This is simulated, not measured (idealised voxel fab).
The process module presented herein is designated voxel tone inversion.
We display cut, a cross-section 270 nm in width whose square cells are each 5 nm.
Reading order for cross-sections: top band down to bottom band. Underlying form: a grid of square cells. Band size: one or more rows of cells.
It is stipulated that each band's entry specify, in nanometres, the height of the top of the band and then that of its bottom, followed by the materials of the band in left-to-right sequence, each together with its width in nanometres. A single material marked by the word "all across" is understood to fill the band from edge to edge; the word "empty" is understood to denote empty space.
The level at which height equals 0 is the one under which the wafer, as it arrives, is entirely one material. No lower edge exists for the bottom band, which continues downward and is notated as in "0..down".
The expression "30..40" gives the width at the extremes of the band, the first number at its top row of cells and the second at its bottom row, with the width changing by equal amounts from each row to the next in between.
Basically "remained unchanged" means that step didn't change any cell in the cross-section.
The label "closed voids" introduces a list of the empty spaces, 8 cells or larger, that have no open way up to the top; each entry in it reads width x height at distance, where the distance is taken from the left edge and all three are stated in nm.
Step line, after settings: the simulator's comment on this step.
A step line may carry the setting "overlay nm", which, for steps involving a mask, states the distance by which the mask lay to the right of its intended position; negative values denote displacement to the left.
Everything after this point is organized in pairs: a cross-section before one process step, a cross-section after it that shows only as deep as the lowest changed band, and, under the pair, the intervening step with its settings. Because different runs of this module on the same starting wafer can supply different pairs, a pair continues from the pair above it only if its entry headed "Before the process" says so.
-- Before the process
  0..down: Si all across
  closed voids: none
-- Cross-Section Thereafter
  5..0: SiCN all across
  Below a height of 0, the structure has not been altered.
  closed voids: none
Relating the two cross-sections above, the step in between is CONFORMAL_DEP with material SiCN, thk nm 5
Before the process: This step starts from the configuration shown after the step in the pair immediately above.
-- Cross-Section Thereafter
  25..5: aC all across
  Below a height of 5, the structure has not been altered.
  closed voids: none
Relating the two cross-sections above, the step in between is DIRECTIONAL_DEP with material aC, thk nm 20
Before the process: This step starts from the configuration shown after the step in the pair immediately above.
-- Cross-Section Thereafter
  55..25: empty 100 nm, resist 20 nm, empty 30 nm, resist 20 nm, empty 100 nm
  Below a height of 25, the structure has not been altered.
  closed voids: none
Relating the two cross-sections above, the step in between is PATTERN with tone cover, mask id POSTS, material resist, width nm 20, pitch nm 50, thk nm 30, overlay nm 0
Before the process: This step starts from the configuration shown after the step in the pair immediately above.
-- Cross-Section Thereafter
  35..25: empty 100 nm, resist 20 nm, empty 30 nm, resist 20 nm, empty 100 nm
  25..5: empty 100 nm, aC 20 nm, empty 30 nm, aC 20 nm, empty 100 nm
  Below a height of 5, the structure has not been altered.
  closed voids: none
Relating the two cross-sections above, the step in between is DIRECTIONAL_ETCH with etch materials aC, depth nm 20
Before the process: This step starts from the configuration shown after the step in the pair immediately above.
-- Cross-Section Thereafter
  25..5: empty 100 nm, aC 20 nm, empty 30 nm, aC 20 nm, empty 100 nm
  Below a height of 5, the structure has not been altered.
  closed voids: none
Relating the two cross-sections above, the step in between is STRIP with etch materials resist
Before the process: This step starts from the configuration shown after the step in the pair immediately above.
-- Cross-Section Thereafter
  30..25: lowk all across
  25..5: lowk 100 nm, aC 20 nm, lowk 30 nm, aC 20 nm, lowk 100 nm
  Below a height of 5, the structure has not been altered.
  closed voids: none
Relating the two cross-sections above, the step in between is FILL_DEP with material lowk, thk nm 5
Before the process: This step starts from the configuration shown after the step in the pair immediately above.
-- Cross-Section Thereafter
  25..5: lowk 100 nm, aC 20 nm, lowk 30 nm, aC 20 nm, lowk 100 nm
  Below a height of 5, the structure has not been altered.
  closed voids: none
Relating the two cross-sections above, the step in between is CMP with height nm 25
Before the process: This step starts from the configuration shown after the step in the pair immediately above.
-- Cross-Section Thereafter
  25..5: lowk 100 nm, empty 20 nm, lowk 30 nm, empty 20 nm, lowk 100 nm
  Below a height of 5, the structure has not been altered.
  closed voids: none
Relating the two cross-sections above, the step in between is STRIP with etch materials aC
Before the process: This step starts from the configuration shown after the step in the pair immediately above.
-- Cross-Section Thereafter
  30..25: TiN 105 nm, empty 10 nm, TiN 40 nm, empty 10 nm, TiN 105 nm
  25..10: lowk 100 nm, TiN 5 nm, empty 10 nm, TiN 5 nm, lowk 30 nm, TiN 5 nm, empty 10 nm, TiN 5 nm, lowk 100 nm
  10..5: lowk 100 nm, TiN 20 nm, lowk 30 nm, TiN 20 nm, lowk 100 nm
  Below a height of 5, the structure has not been altered.
  closed voids: none
Relating the two cross-sections above, the step in between is CONFORMAL_DEP with material TiN, thk nm 5
Before the process: This step starts from the configuration shown after the step in the pair immediately above.
-- Cross-Section Thereafter
  35..30: Ru all across
  30..25: TiN 105 nm, Ru 10 nm, TiN 40 nm, Ru 10 nm, TiN 105 nm
  25..10: lowk 100 nm, TiN 5 nm, Ru 10 nm, TiN 5 nm, lowk 30 nm, TiN 5 nm, Ru 10 nm, TiN 5 nm, lowk 100 nm
  Below a height of 10, the structure has not been altered.
  closed voids: none
Relating the two cross-sections above, the step in between is FILL_DEP with material Ru, thk nm 5
Before the process: This step starts from the configuration shown after the step in the pair immediately above.
-- Cross-Section Thereafter
  25..10: lowk 100 nm, TiN 5 nm, Ru 10 nm, TiN 5 nm, lowk 30 nm, TiN 5 nm, Ru 10 nm, TiN 5 nm, lowk 100 nm
  Below a height of 10, the structure has not been altered.
  closed voids: none
Relating the two cross-sections above, the step in between is CMP with height nm 25
Before the process: This step starts from the configuration shown after the step in the pair immediately above.
-- Cross-Section Thereafter
  30..25: SiN all across
  Below a height of 25, the structure has not been altered.
  closed voids: none
Relating the two cross-sections above, the step in between is CONFORMAL_DEP with material SiN, thk nm 5
-- Before the process
  0..down: Si all across
  closed voids: none
-- Cross-Section Thereafter
  20..0: aC all across
  Below a height of 0, the structure has not been altered.
  closed voids: none
Relating the two cross-sections above, the step in between is DIRECTIONAL_DEP with material aC, thk nm 20
Before the process: This step starts from the configuration shown after the step in the pair immediately above.
-- Cross-Section Thereafter
  50..20: empty 100 nm, resist 20 nm, empty 30 nm, resist 20 nm, empty 100 nm
  Below a height of 20, the structure has not been altered.
  closed voids: none
Relating the two cross-sections above, the step in between is PATTERN with tone cover, mask id POSTS, material resist, width nm 20, pitch nm 50, thk nm 30, overlay nm 0
Before the process: This step starts from the configuration shown after the step in the pair immediately above.
-- Cross-Section Thereafter
  30..20: empty 100 nm, resist 20 nm, empty 30 nm, resist 20 nm, empty 100 nm
  20..0: empty 100 nm, aC 20 nm, empty 30 nm, aC 20 nm, empty 100 nm
  Below a height of 0, the structure has not been altered.
  closed voids: none
Relating the two cross-sections above, the step in between is DIRECTIONAL_ETCH with etch materials aC, depth nm 20
Before the process: This step starts from the configuration shown after the step in the pair immediately above.
-- Cross-Section Thereafter
  20..0: empty 100 nm, aC 20 nm, empty 30 nm, aC 20 nm, empty 100 nm
  Below a height of 0, the structure has not been altered.
  closed voids: none
Relating the two cross-sections above, the step in between is STRIP with etch materials resist
Before the process: This step starts from the configuration shown after the step in the pair immediately above.
-- Cross-Section Thereafter
  25..20: lowk all across
  20..0: lowk 100 nm, aC 20 nm, lowk 30 nm, aC 20 nm, lowk 100 nm
  Below a height of 0, the structure has not been altered.
  closed voids: none
Relating the two cross-sections above, the step in between is FILL_DEP with material lowk, thk nm 5
Before the process: This step starts from the configuration shown after the step in the pair immediately above.
-- Cross-Section Thereafter
  30..25: TiN all across
  Below a height of 25, the structure has not been altered.
  closed voids: none
Relating the two cross-sections above, the step in between is CONFORMAL_DEP with material TiN, thk nm 5
Before the process: This step starts from the configuration shown after the step in the pair immediately above.
-- Cross-Section Thereafter
  35..30: Ru all across
  Below a height of 30, the structure has not been altered.
  closed voids: none
Relating the two cross-sections above, the step in between is FILL_DEP with material Ru, thk nm 5
Before the process: This step starts from the configuration shown after the step in the pair immediately above.
-- Cross-Section Thereafter
  25..20: lowk all across
  Below a height of 20, the structure has not been altered.
  closed voids: none
Relating the two cross-sections above, the step in between is CMP with height nm 25
Before the process: This step starts from the configuration shown after the step in the pair immediately above.
-- Cross-Section Thereafter
  30..25: SiN all across
  Below a height of 25, the structure has not been altered.
  closed voids: none
Relating the two cross-sections above, the step in between is CONFORMAL_DEP with material SiN, thk nm 5
-- Before the process
  20..0: aC all across
  0..down: Si all across
  closed voids: none
-- Cross-Section Thereafter
  25..20: SiCN all across
  Below a height of 20, the structure has not been altered.
  closed voids: none
Relating the two cross-sections above, the step in between is CONFORMAL_DEP with material SiCN, thk nm 5
Before the process: This step starts from the configuration shown after the step in the pair immediately above.
-- Cross-Section Thereafter
  55..25: empty 100 nm, resist 20 nm, empty 30 nm, resist 20 nm, empty 100 nm
  Below a height of 25, the structure has not been altered.
  closed voids: none
Relating the two cross-sections above, the step in between is PATTERN with tone cover, mask id POSTS, material resist, width nm 20, pitch nm 50, thk nm 30, overlay nm 0
Before the process: This step starts from the configuration shown after the step in the pair immediately above.
-- Cross-Section Thereafter
  35..25: empty 100 nm, resist 20 nm, empty 30 nm, resist 20 nm, empty 100 nm
  Below a height of 25, the structure has not been altered.
  closed voids: none
Relating the two cross-sections above, the step in between is DIRECTIONAL_ETCH with etch materials aC, depth nm 20
Before the process: This step starts from the configuration shown after the step in the pair immediately above.
-- Cross-Section Thereafter
  25..20: SiCN all across
  Below a height of 20, the structure has not been altered.
  closed voids: none
Relating the two cross-sections above, the step in between is STRIP with etch materials resist
Before the process: This step starts from the configuration shown after the step in the pair immediately above.
-- Cross-Section Thereafter
  30..25: lowk all across
  Below a height of 25, the structure has not been altered.
  closed voids: none
Relating the two cross-sections above, the step in between is FILL_DEP with material lowk, thk nm 5
Before the process: This step starts from the configuration shown after the step in the pair immediately above.
-- Cross-Section Thereafter
  25..20: SiCN all across
  Below a height of 20, the structure has not been altered.
  closed voids: none
Relating the two cross-sections above, the step in between is CMP with height nm 25
Before the process: This step starts from the configuration shown after the step in the pair immediately above.
-- Cross-Section Thereafter
  30..25: TiN all across
  Below a height of 25, the structure has not been altered.
  closed voids: none
Relating the two cross-sections above, the step in between is CONFORMAL_DEP with material TiN, thk nm 5
Before the process: This step starts from the configuration shown after the step in the pair immediately above.
-- Cross-Section Thereafter
  35..30: Ru all across
  Below a height of 30, the structure has not been altered.
  closed voids: none
Relating the two cross-sections above, the step in between is FILL_DEP with material Ru, thk nm 5
Before the process: This step starts from the configuration shown after the step in the pair immediately above.
-- Cross-Section Thereafter
  25..20: SiCN all across
  Below a height of 20, the structure has not been altered.
  closed voids: none
Relating the two cross-sections above, the step in between is CMP with height nm 25
Before the process: This step starts from the configuration shown after the step in the pair immediately above.
-- Cross-Section Thereafter
  30..25: SiN all across
  Below a height of 25, the structure has not been altered.
  closed voids: none
Relating the two cross-sections above, the step in between is CONFORMAL_DEP with material SiN, thk nm 5
-- Before the process
  35..30: Ru all across
  30..25: TiN 105 nm, Ru 10 nm, TiN 40 nm, Ru 10 nm, TiN 105 nm
  25..10: lowk 100 nm, TiN 5 nm, Ru 10 nm, TiN 5 nm, lowk 30 nm, TiN 5 nm, Ru 10 nm, TiN 5 nm, lowk 100 nm
  10..5: lowk 100 nm, TiN 20 nm, lowk 30 nm, TiN 20 nm, lowk 100 nm
  5..0: SiCN all across
  0..down: Si all across
  closed voids: none
-- Cross-Section Thereafter
  30..25: TiN 105 nm, Ru 10 nm, TiN 40 nm, Ru 10 nm, TiN 105 nm
  Below a height of 25, the structure has not been altered.
  closed voids: none
Relating the two cross-sections above, the step in between is CMP with height nm 30
Before the process: This step starts from the configuration shown after the step in the pair immediately above.
-- Cross-Section Thereafter
  35..30: SiN all across
  Below a height of 30, the structure has not been altered.
  closed voids: none
Relating the two cross-sections above, the step in between is CONFORMAL_DEP with material SiN, thk nm 5
-- Before the process
  25..5: aC all across
  5..0: SiCN all across
  0..down: Si all across
  closed voids: none
-- Cross-Section Thereafter
  55..25: empty 95 nm, resist 30 nm, empty 20 nm, resist 30 nm, empty 95 nm
  Below a height of 25, the structure has not been altered.
  closed voids: none
Relating the two cross-sections above, the step in between is PATTERN with tone cover, mask id POSTS, material resist, width nm 30, pitch nm 50, thk nm 30, overlay nm 0
Before the process: This step starts from the configuration shown after the step in the pair immediately above.
-- Cross-Section Thereafter
  35..25: empty 95 nm, resist 30 nm, empty 20 nm, resist 30 nm, empty 95 nm
  25..5: empty 95 nm, aC 30 nm, empty 20 nm, aC 30 nm, empty 95 nm
  Below a height of 5, the structure has not been altered.
  closed voids: none
Relating the two cross-sections above, the step in between is DIRECTIONAL_ETCH with etch materials aC, depth nm 20
Before the process: This step starts from the configuration shown after the step in the pair immediately above.
-- Cross-Section Thereafter
  25..5: empty 95 nm, aC 30 nm, empty 20 nm, aC 30 nm, empty 95 nm
  Below a height of 5, the structure has not been altered.
  closed voids: none
Relating the two cross-sections above, the step in between is STRIP with etch materials resist
Before the process: This step starts from the configuration shown after the step in the pair immediately above.
-- Cross-Section Thereafter
  30..25: lowk all across
  25..5: lowk 95 nm, aC 30 nm, lowk 20 nm, aC 30 nm, lowk 95 nm
  Below a height of 5, the structure has not been altered.
  closed voids: none
Relating the two cross-sections above, the step in between is FILL_DEP with material lowk, thk nm 5
Before the process: This step starts from the configuration shown after the step in the pair immediately above.
-- Cross-Section Thereafter
  25..5: lowk 95 nm, aC 30 nm, lowk 20 nm, aC 30 nm, lowk 95 nm
  Below a height of 5, the structure has not been altered.
  closed voids: none
Relating the two cross-sections above, the step in between is CMP with height nm 25
Before the process: This step starts from the configuration shown after the step in the pair immediately above.
-- Cross-Section Thereafter
  25..5: lowk 95 nm, empty 30 nm, lowk 20 nm, empty 30 nm, lowk 95 nm
  Below a height of 5, the structure has not been altered.
  closed voids: none
Relating the two cross-sections above, the step in between is STRIP with etch materials aC
Before the process: This step starts from the configuration shown after the step in the pair immediately above.
-- Cross-Section Thereafter
  30..25: TiN 100 nm, empty 20 nm, TiN 30 nm, empty 20 nm, TiN 100 nm
  25..10: lowk 95 nm, TiN 5 nm, empty 20 nm, TiN 5 nm, lowk 20 nm, TiN 5 nm, empty 20 nm, TiN 5 nm, lowk 95 nm
  10..5: lowk 95 nm, TiN 30 nm, lowk 20 nm, TiN 30 nm, lowk 95 nm
  Below a height of 5, the structure has not been altered.
  closed voids: none
Relating the two cross-sections above, the step in between is CONFORMAL_DEP with material TiN, thk nm 5
Before the process: This step starts from the configuration shown after the step in the pair immediately above.
-- Cross-Section Thereafter
  35..30: Ru all across
  30..25: TiN 100 nm, Ru 20 nm, TiN 30 nm, Ru 20 nm, TiN 100 nm
  25..10: lowk 95 nm, TiN 5 nm, Ru 20 nm, TiN 5 nm, lowk 20 nm, TiN 5 nm, Ru 20 nm, TiN 5 nm, lowk 95 nm
  Below a height of 10, the structure has not been altered.
  closed voids: none
Relating the two cross-sections above, the step in between is FILL_DEP with material Ru, thk nm 5
Before the process: This step starts from the configuration shown after the step in the pair immediately above.
-- Cross-Section Thereafter
  25..10: lowk 95 nm, TiN 5 nm, Ru 20 nm, TiN 5 nm, lowk 20 nm, TiN 5 nm, Ru 20 nm, TiN 5 nm, lowk 95 nm
  Below a height of 10, the structure has not been altered.
  closed voids: none
Relating the two cross-sections above, the step in between is CMP with height nm 25
Before the process: This step starts from the configuration shown after the step in the pair immediately above.
-- Cross-Section Thereafter
  30..25: SiN all across
  Below a height of 25, the structure has not been altered.
  closed voids: none
Relating the two cross-sections above, the step in between is CONFORMAL_DEP with material SiN, thk nm 5
-- Before the process
  25..5: aC all across
  5..0: SiCN all across
  0..down: Si all across
  closed voids: none
-- Cross-Section Thereafter
  55..25: empty 95 nm, resist 20 nm, empty 30 nm, resist 20 nm, empty 105 nm
  Below a height of 25, the structure has not been altered.
  closed voids: none
Relating the two cross-sections above, the step in between is PATTERN with tone cover, mask id POSTS, material resist, width nm 20, pitch nm 50, thk nm 30, overlay nm -5
Before the process: This step starts from the configuration shown after the step in the pair immediately above.
-- Cross-Section Thereafter
  35..25: empty 95 nm, resist 20 nm, empty 30 nm, resist 20 nm, empty 105 nm
  25..5: empty 95 nm, aC 20 nm, empty 30 nm, aC 20 nm, empty 105 nm
  Below a height of 5, the structure has not been altered.
  closed voids: none
Relating the two cross-sections above, the step in between is DIRECTIONAL_ETCH with etch materials aC, depth nm 20
Before the process: This step starts from the configuration shown after the step in the pair immediately above.
-- Cross-Section Thereafter
  25..5: empty 95 nm, aC 20 nm, empty 30 nm, aC 20 nm, empty 105 nm
  Below a height of 5, the structure has not been altered.
  closed voids: none
Relating the two cross-sections above, the step in between is STRIP with etch materials resist
Before the process: This step starts from the configuration shown after the step in the pair immediately above.
-- Cross-Section Thereafter
  30..25: lowk all across
  25..5: lowk 95 nm, aC 20 nm, lowk 30 nm, aC 20 nm, lowk 105 nm
  Below a height of 5, the structure has not been altered.
  closed voids: none
Relating the two cross-sections above, the step in between is FILL_DEP with material lowk, thk nm 5
Before the process: This step starts from the configuration shown after the step in the pair immediately above.
-- Cross-Section Thereafter
  25..5: lowk 95 nm, aC 20 nm, lowk 30 nm, aC 20 nm, lowk 105 nm
  Below a height of 5, the structure has not been altered.
  closed voids: none
Relating the two cross-sections above, the step in between is CMP with height nm 25
Before the process: This step starts from the configuration shown after the step in the pair immediately above.
-- Cross-Section Thereafter
  25..5: lowk 95 nm, empty 20 nm, lowk 30 nm, empty 20 nm, lowk 105 nm
  Below a height of 5, the structure has not been altered.
  closed voids: none
Relating the two cross-sections above, the step in between is STRIP with etch materials aC
Before the process: This step starts from the configuration shown after the step in the pair immediately above.
-- Cross-Section Thereafter
  30..25: TiN 100 nm, empty 10 nm, TiN 40 nm, empty 10 nm, TiN 110 nm
  25..10: lowk 95 nm, TiN 5 nm, empty 10 nm, TiN 5 nm, lowk 30 nm, TiN 5 nm, empty 10 nm, TiN 5 nm, lowk 105 nm
  10..5: lowk 95 nm, TiN 20 nm, lowk 30 nm, TiN 20 nm, lowk 105 nm
  Below a height of 5, the structure has not been altered.
  closed voids: none
Relating the two cross-sections above, the step in between is CONFORMAL_DEP with material TiN, thk nm 5
Before the process: This step starts from the configuration shown after the step in the pair immediately above.
-- Cross-Section Thereafter
  35..30: Ru all across
  30..25: TiN 100 nm, Ru 10 nm, TiN 40 nm, Ru 10 nm, TiN 110 nm
  25..10: lowk 95 nm, TiN 5 nm, Ru 10 nm, TiN 5 nm, lowk 30 nm, TiN 5 nm, Ru 10 nm, TiN 5 nm, lowk 105 nm
  Below a height of 10, the structure has not been altered.
  closed voids: none
Relating the two cross-sections above, the step in between is FILL_DEP with material Ru, thk nm 5
Before the process: This step starts from the configuration shown after the step in the pair immediately above.
-- Cross-Section Thereafter
  25..10: lowk 95 nm, TiN 5 nm, Ru 10 nm, TiN 5 nm, lowk 30 nm, TiN 5 nm, Ru 10 nm, TiN 5 nm, lowk 105 nm
  Below a height of 10, the structure has not been altered.
  closed voids: none
Relating the two cross-sections above, the step in between is CMP with height nm 25
Before the process: This step starts from the configuration shown after the step in the pair immediately above.
-- Cross-Section Thereafter
  30..25: SiN all across
  Below a height of 25, the structure has not been altered.
  closed voids: none
Relating the two cross-sections above, the step in between is CONFORMAL_DEP with material SiN, thk nm 5
-- Before the process
  25..10: lowk 100 nm, TiN 5 nm, Ru 10 nm, TiN 5 nm, lowk 30 nm, TiN 5 nm, Ru 10 nm, TiN 5 nm, lowk 100 nm
  10..5: lowk 100 nm, TiN 20 nm, lowk 30 nm, TiN 20 nm, lowk 100 nm
  5..0: SiCN all across
  0..down: Si all across
  closed voids: none
-- Cross-Section Thereafter
  30..25: aC all across
  Below a height of 25, the structure has not been altered.
  closed voids: none
Relating the two cross-sections above, the step in between is CONFORMAL_DEP with material aC, thk nm 5
-- Before the process
  25..5: aC all across
  5..0: SiCN all across
  0..down: Si all across
  closed voids: none
-- Cross-Section Thereafter
  55..25: resist 100 nm, empty 20 nm, resist 30 nm, empty 20 nm, resist 100 nm
  Below a height of 25, the structure has not been altered.
  closed voids: none
Relating the two cross-sections above, the step in between is PATTERN with tone open, mask id POSTS, material resist, width nm 20, pitch nm 50, thk nm 30, overlay nm 0
Before the process: This step starts from the configuration shown after the step in the pair immediately above.
-- Cross-Section Thereafter
  35..25: resist 100 nm, empty 20 nm, resist 30 nm, empty 20 nm, resist 100 nm
  25..5: aC 100 nm, empty 20 nm, aC 30 nm, empty 20 nm, aC 100 nm
  Below a height of 5, the structure has not been altered.
  closed voids: none
Relating the two cross-sections above, the step in between is DIRECTIONAL_ETCH with etch materials aC, depth nm 20
Before the process: This step starts from the configuration shown after the step in the pair immediately above.
-- Cross-Section Thereafter
  25..5: aC 100 nm, empty 20 nm, aC 30 nm, empty 20 nm, aC 100 nm
  Below a height of 5, the structure has not been altered.
  closed voids: none
Relating the two cross-sections above, the step in between is STRIP with etch materials resist
Before the process: This step starts from the configuration shown after the step in the pair immediately above.
-- Cross-Section Thereafter
  30..25: lowk all across
  25..5: aC 100 nm, lowk 20 nm, aC 30 nm, lowk 20 nm, aC 100 nm
  Below a height of 5, the structure has not been altered.
  closed voids: none
Relating the two cross-sections above, the step in between is FILL_DEP with material lowk, thk nm 5
Before the process: This step starts from the configuration shown after the step in the pair immediately above.
-- Cross-Section Thereafter
  25..5: aC 100 nm, lowk 20 nm, aC 30 nm, lowk 20 nm, aC 100 nm
  Below a height of 5, the structure has not been altered.
  closed voids: none
Relating the two cross-sections above, the step in between is CMP with height nm 25
Before the process: This step starts from the configuration shown after the step in the pair immediately above.
-- Cross-Section Thereafter
  25..5: empty 100 nm, lowk 20 nm, empty 30 nm, lowk 20 nm, empty 100 nm
  Below a height of 5, the structure has not been altered.
  closed voids: none
Relating the two cross-sections above, the step in between is STRIP with etch materials aC
Before the process: This step starts from the configuration shown after the step in the pair immediately above.
-- Cross-Section Thereafter
  30..25: empty 95 nm, TiN 30 nm, empty 20 nm, TiN 30 nm, empty 95 nm
  25..10: empty 95 nm, TiN 5 nm, lowk 20 nm, TiN 5 nm, empty 20 nm, TiN 5 nm, lowk 20 nm, TiN 5 nm, empty 95 nm
  10..5: TiN 100 nm, lowk 20 nm, TiN 30 nm, lowk 20 nm, TiN 100 nm
  Below a height of 5, the structure has not been altered.
  closed voids: none
Relating the two cross-sections above, the step in between is CONFORMAL_DEP with material TiN, thk nm 5
Before the process: This step starts from the configuration shown after the step in the pair immediately above.
-- Cross-Section Thereafter
  35..30: Ru all across
  30..25: Ru 95 nm, TiN 30 nm, Ru 20 nm, TiN 30 nm, Ru 95 nm
  25..10: Ru 95 nm, TiN 5 nm, lowk 20 nm, TiN 5 nm, Ru 20 nm, TiN 5 nm, lowk 20 nm, TiN 5 nm, Ru 95 nm
  Below a height of 10, the structure has not been altered.
  closed voids: none
Relating the two cross-sections above, the step in between is FILL_DEP with material Ru, thk nm 5
Before the process: This step starts from the configuration shown after the step in the pair immediately above.
-- Cross-Section Thereafter
  25..10: Ru 95 nm, TiN 5 nm, lowk 20 nm, TiN 5 nm, Ru 20 nm, TiN 5 nm, lowk 20 nm, TiN 5 nm, Ru 95 nm
  Below a height of 10, the structure has not been altered.
  closed voids: none
Relating the two cross-sections above, the step in between is CMP with height nm 25
Before the process: This step starts from the configuration shown after the step in the pair immediately above.
-- Cross-Section Thereafter
  30..25: SiN all across
  Below a height of 25, the structure has not been altered.
  closed voids: none
Relating the two cross-sections above, the step in between is CONFORMAL_DEP with material SiN, thk nm 5
